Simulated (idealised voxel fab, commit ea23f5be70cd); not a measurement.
The document below concerns the process module designated voxel capacitor over wiring.
Cross-section cut: width 235 nm, square cells of 5 nm.
Bands, listed from the top down, are how a cross-section gets written in this document; the cross-section itself is a grid of square cells, and a band is one or more rows of them.
Quick guide to a band line: top height, bottom height (nm) up front; then every material left to right with its width in nm. Only one material and it's marked "everywhere"? Then it fills the band edge to edge. And "air" just means empty space.
It should be noted that heights are counted from 0, beneath which the wafer as supplied is of one material throughout, and that the lowest band possesses no lower boundary but continues downward, as written in "z 0 and below".
A width such as "30->40" changes by the same amount from each row of cells to the next, from the band's top row to its bottom row.
Reading "nothing altered" for a step: not a cell of the cross-section changed in it.
Any empty space of 8 cells or more lacking an open way to the top shows up in "Listed closed voids" as width x height at distance, distance from the left edge, in nm.
Past the settings on a step's line: simulator remark, on that step.
Among the settings permitted on a step's line is "overlay nm"; applied to a step with a mask, it specifies the extent to which the mask lay to the right of its planned position, whereas a negative figure signifies a position to the left.

### Process steps (planned)
| 1 | RECEIVE | material Si |
| 2 | CONFORMAL_DEP | material SiO2 | thk nm 10 |
| 3 | DIRECTIONAL_DEP | material TiN | thk nm 5 |
| 4 | DIRECTIONAL_DEP | material Ru | thk nm 20 |
| 5 | MASKED_ETCH | tone cover | mask id METAL_1 | width nm 25 | pitch nm 75 | etch materials Ru | depth nm 20 | overlay nm 0 |
| 6 | MASKED_ETCH | tone cover | mask id METAL_1 | width nm 25 | pitch nm 75 | etch materials TiN | depth nm 5 | overlay nm 0 |
| 7 | FILL_DEP | material lowk | thk nm 5 |
| 8 | CMP | height nm 35 |
| 9 | CONFORMAL_DEP | material SiCN | thk nm 5 |
| 10 | DIRECTIONAL_DEP | material SiO2 | thk nm 10 |
| 11 | PATTERN | tone open | mask id PLUG_1 | material resist | width nm 15 | thk nm 20 | overlay nm 0 |
| 12 | DIRECTIONAL_ETCH | etch materials SiO2 | depth nm 10 |
| 13 | DIRECTIONAL_ETCH | etch materials SiCN | depth nm 5 |
| 14 | STRIP | etch materials resist |
| 15 | CONFORMAL_DEP | material TiN | thk nm 5 |
| 16 | FILL_DEP | material Ru | thk nm 5 |
| 17 | CMP | height nm 50 |
| 18 | DIRECTIONAL_DEP | material TiN | thk nm 10 |
| 19 | DIRECTIONAL_DEP | material SiN | thk nm 5 |
| 20 | DIRECTIONAL_DEP | material TiN | thk nm 10 |
| 21 | MASKED_ETCH | tone cover | mask id UPPER_PLATE | width nm 55 | etch materials TiN | depth nm 10 | overlay nm 0 |
| 22 | MASKED_ETCH | tone cover | mask id UPPER_PLATE | width nm 55 | etch materials SiN | depth nm 5 | overlay nm 0 |
| 23 | PATTERN | tone cover | mask id LOWER_PLATE | material resist | width nm 65 | thk nm 20 | overlay nm 0 |
| 24 | DIRECTIONAL_ETCH | etch materials TiN | depth nm 10 |
| 25 | STRIP | etch materials resist |
| 26 | FILL_DEP | material SiO2 | thk nm 15 |
| 27 | CMP | height nm 85 |
| 28 | PATTERN | tone open | mask id PLUG_2 | material resist | width nm 15 | thk nm 15 | overlay nm 0 |
| 29 | DIRECTIONAL_ETCH | etch materials SiO2 | depth nm 10 |
| 30 | STRIP | etch materials resist |
| 31 | CONFORMAL_DEP | material TiN | thk nm 5 |
| 32 | FILL_DEP | material Ru | thk nm 5 |
| 33 | CMP | height nm 85 |
| 34 | CONFORMAL_DEP | material SiN | thk nm 5 |

### First of two wafers, with the run carried out as planned

### Here's what the wafer looked like in cross-section when it arrived - that's after step 1
- z 0 and below | Si everywhere
- Listed closed voids: none

### Upon completion of step 2, the wafer appears in cross-section as shown
- z 10 to 0 | SiO2 everywhere
- Below 0, the layers are the same as they were.

### Upon completion of step 3, the wafer appears in cross-section as shown
- z 15 to 10 | TiN everywhere
- Below 10, the layers are the same as they were.

### Upon completion of step 4, the wafer appears in cross-section as shown
- z 35 to 15 | Ru everywhere
- Below 15, the layers are the same as they were.

### Upon completion of step 5, the wafer appears in cross-section as shown
- z 35 to 15 | 65 nm air, then 25 nm Ru, then 50 nm air, then 25 nm Ru, then 70 nm air
- Below 15, the layers are the same as they were.

### Upon completion of step 6, the wafer appears in cross-section as shown
- z 35 to 15 | 65 nm air, then 25 nm Ru, then 50 nm air, then 25 nm Ru, then 70 nm air
- z 15 to 10 | 65 nm air, then 25 nm TiN, then 50 nm air, then 25 nm TiN, then 70 nm air
- Below 10, the layers are the same as they were.

### Upon completion of step 7, the wafer appears in cross-section as shown
- z 40 to 35 | lowk everywhere
- z 35 to 15 | 65 nm lowk, then 25 nm Ru, then 50 nm lowk, then 25 nm Ru, then 70 nm lowk
- z 15 to 10 | 65 nm lowk, then 25 nm TiN, then 50 nm lowk, then 25 nm TiN, then 70 nm lowk
- Below 10, the layers are the same as they were.

### Upon completion of step 8, the wafer appears in cross-section as shown
- z 35 to 15 | 65 nm lowk, then 25 nm Ru, then 50 nm lowk, then 25 nm Ru, then 70 nm lowk
- Below 15, the layers are the same as they were.

### Upon completion of step 9, the wafer appears in cross-section as shown
- z 40 to 35 | SiCN everywhere
- Below 35, the layers are the same as they were.

### Upon completion of step 10, the wafer appears in cross-section as shown
- z 50 to 40 | SiO2 everywhere
- Below 40, the layers are the same as they were.

### Upon completion of step 11, the wafer appears in cross-section as shown
- z 70 to 50 | 75 nm resist, then 15 nm air, then 145 nm resist
- Below 50, the layers are the same as they were.

### Upon completion of step 12, the wafer appears in cross-section as shown
- z 70 to 50 | 75 nm resist, then 15 nm air, then 145 nm resist
- z 50 to 40 | 75 nm SiO2, then 15 nm air, then 145 nm SiO2
- Below 40, the layers are the same as they were.

### Upon completion of step 13, the wafer appears in cross-section as shown
- z 70 to 50 | 75 nm resist, then 15 nm air, then 145 nm resist
- z 50 to 40 | 75 nm SiO2, then 15 nm air, then 145 nm SiO2
- z 40 to 35 | 75 nm SiCN, then 15 nm air, then 145 nm SiCN
- Below 35, the layers are the same as they were.

### Upon completion of step 14, the wafer appears in cross-section as shown
- z 50 to 40 | 75 nm SiO2, then 15 nm air, then 145 nm SiO2
- Below 40, the layers are the same as they were.

### Upon completion of step 15, the wafer appears in cross-section as shown
- z 55 to 50 | 80 nm TiN, then 5 nm air, then 150 nm TiN
- z 50 to 40 | 75 nm SiO2, then 5 nm TiN, then 5 nm air, then 5 nm TiN, then 145 nm SiO2
- z 40 to 35 | 75 nm SiCN, then 15 nm TiN, then 145 nm SiCN
- Below 35, the layers are the same as they were.

### Upon completion of step 16, the wafer appears in cross-section as shown
- z 60 to 55 | Ru everywhere
- z 55 to 50 | 80 nm TiN, then 5 nm Ru, then 150 nm TiN
- z 50 to 40 | 75 nm SiO2, then 5 nm TiN, then 5 nm Ru, then 5 nm TiN, then 145 nm SiO2
- Below 40, the layers are the same as they were.

### Upon completion of step 17, the wafer appears in cross-section as shown
- z 50 to 40 | 75 nm SiO2, then 5 nm TiN, then 5 nm Ru, then 5 nm TiN, then 145 nm SiO2
- Below 40, the layers are the same as they were.

### Upon completion of step 18, the wafer appears in cross-section as shown
- z 60 to 50 | TiN everywhere
- Below 50, the layers are the same as they were.

### Upon completion of step 19, the wafer appears in cross-section as shown
- z 65 to 60 | SiN everywhere
- Below 60, the layers are the same as they were.

### Upon completion of step 20, the wafer appears in cross-section as shown
- z 75 to 65 | TiN everywhere
- Below 65, the layers are the same as they were.

### Upon completion of step 21, the wafer appears in cross-section as shown
- z 75 to 65 | 75 nm air, then 55 nm TiN, then 105 nm air
- Below 65, the layers are the same as they were.

### Upon completion of step 22, the wafer appears in cross-section as shown
- z 75 to 65 | 75 nm air, then 55 nm TiN, then 105 nm air
- z 65 to 60 | 75 nm air, then 55 nm SiN, then 105 nm air
- Below 60, the layers are the same as they were.

### Upon completion of step 23, the wafer appears in cross-section as shown
- z 95 to 75 | 70 nm air, then 65 nm resist, then 100 nm air
- z 75 to 65 | 70 nm air, then 5 nm resist, then 55 nm TiN, then 5 nm resist, then 100 nm air
- z 65 to 60 | 70 nm air, then 5 nm resist, then 55 nm SiN, then 5 nm resist, then 100 nm air
- Below 60, the layers are the same as they were.

### Upon completion of step 24, the wafer appears in cross-section as shown
- z 95 to 75 | 70 nm air, then 65 nm resist, then 100 nm air
- z 75 to 65 | 70 nm air, then 5 nm resist, then 55 nm TiN, then 5 nm resist, then 100 nm air
- z 65 to 60 | 70 nm air, then 5 nm resist, then 55 nm SiN, then 5 nm resist, then 100 nm air
- z 60 to 50 | 70 nm air, then 65 nm TiN, then 100 nm air
- Below 50, the layers are the same as they were.

### Upon completion of step 25, the wafer appears in cross-section as shown
- z 75 to 65 | 75 nm air, then 55 nm TiN, then 105 nm air
- z 65 to 60 | 75 nm air, then 55 nm SiN, then 105 nm air
- Below 60, the layers are the same as they were.

### Upon completion of step 26, the wafer appears in cross-section as shown
- z 90 to 75 | SiO2 everywhere
- z 75 to 65 | 75 nm SiO2, then 55 nm TiN, then 105 nm SiO2
- z 65 to 60 | 75 nm SiO2, then 55 nm SiN, then 105 nm SiO2
- z 60 to 50 | 70 nm SiO2, then 65 nm TiN, then 100 nm SiO2
- Below 50, the layers are the same as they were.

### Upon completion of step 27, the wafer appears in cross-section as shown
- z 85 to 75 | SiO2 everywhere
- Below 75, the layers are the same as they were.

### Upon completion of step 28, the wafer appears in cross-section as shown
- z 100 to 85 | 85 nm resist, then 15 nm air, then 135 nm resist
- Below 85, the layers are the same as they were.

### Upon completion of step 29, the wafer appears in cross-section as shown
- z 100 to 85 | 85 nm resist, then 15 nm air, then 135 nm resist
- z 85 to 75 | 85 nm SiO2, then 15 nm air, then 135 nm SiO2
- Below 75, the layers are the same as they were.

### Upon completion of step 30, the wafer appears in cross-section as shown
- z 85 to 75 | 85 nm SiO2, then 15 nm air, then 135 nm SiO2
- Below 75, the layers are the same as they were.

### Upon completion of step 31, the wafer appears in cross-section as shown
- z 90 to 85 | 90 nm TiN, then 5 nm air, then 140 nm TiN
- z 85 to 80 | 85 nm SiO2, then 5 nm TiN, then 5 nm air, then 5 nm TiN, then 135 nm SiO2
- z 80 to 75 | 85 nm SiO2, then 15 nm TiN, then 135 nm SiO2
- Below 75, the layers are the same as they were.

### Upon completion of step 32, the wafer appears in cross-section as shown
- z 95 to 90 | Ru everywhere
- z 90 to 85 | 90 nm TiN, then 5 nm Ru, then 140 nm TiN
- z 85 to 80 | 85 nm SiO2, then 5 nm TiN, then 5 nm Ru, then 5 nm TiN, then 135 nm SiO2
- Below 80, the layers are the same as they were.

### Upon completion of step 33, the wafer appears in cross-section as shown
- z 85 to 80 | 85 nm SiO2, then 5 nm TiN, then 5 nm Ru, then 5 nm TiN, then 135 nm SiO2
- Below 80, the layers are the same as they were.

### Upon completion of step 34, the wafer appears in cross-section as shown
- z 90 to 85 | SiN everywhere
- Below 85, the layers are the same as they were.

### Wafer two. Same start, same plan, one slip in execution. Same as wafer one through step 27, inclusive

### The second wafer cut through, at the time step 28 was supposed to be finished
- z 100 to 85 | 85 nm air, then 15 nm resist, then 135 nm air
- Below 85, the layers are the same as they were.

### The second wafer cut through, at the time step 29 was supposed to be finished
- z 100 to 85 | 85 nm air, then 15 nm resist, then 135 nm air
- z 85 to 75 | 85 nm air, then 15 nm SiO2, then 135 nm air
- Below 75, the layers are the same as they were.

### The second wafer cut through, at the time step 30 was supposed to be finished
- z 85 to 75 | 85 nm air, then 15 nm SiO2, then 135 nm air
- Below 75, the layers are the same as they were.

### The second wafer cut through, at the time step 31 was supposed to be finished
- z 90 to 85 | 80 nm air, then 25 nm TiN, then 130 nm air
- z 85 to 80 | 80 nm air, then 5 nm TiN, then 15 nm SiO2, then 5 nm TiN, then 130 nm air
- z 80 to 75 | 85 nm TiN, then 15 nm SiO2, then 135 nm TiN
- Below 75, the layers are the same as they were.

### The second wafer cut through, at the time step 32 was supposed to be finished
- z 95 to 90 | Ru everywhere
- z 90 to 85 | 80 nm Ru, then 25 nm TiN, then 130 nm Ru
- z 85 to 80 | 80 nm Ru, then 5 nm TiN, then 15 nm SiO2, then 5 nm TiN, then 130 nm Ru
- Below 80, the layers are the same as they were.

### The second wafer cut through, at the time step 33 was supposed to be finished
- z 85 to 80 | 80 nm Ru, then 5 nm TiN, then 15 nm SiO2, then 5 nm TiN, then 130 nm Ru
- Below 80, the layers are the same as they were.

### The second wafer cut through, at the time step 34 was supposed to be finished
- z 90 to 85 | SiN everywhere
- Below 85, the layers are the same as they were.
Misprocessing identified: step 28 ran with different settings than intended, the actual operation and settings being PATTERN | tone cover | mask id PLUG_2 | material resist | width nm 15 | thk nm 15 | overlay nm 0
Wrapping up, a cell-based count of both wafers puts the second over or under the first for these materials: Ru +41, SiO2 -82, TiN +41
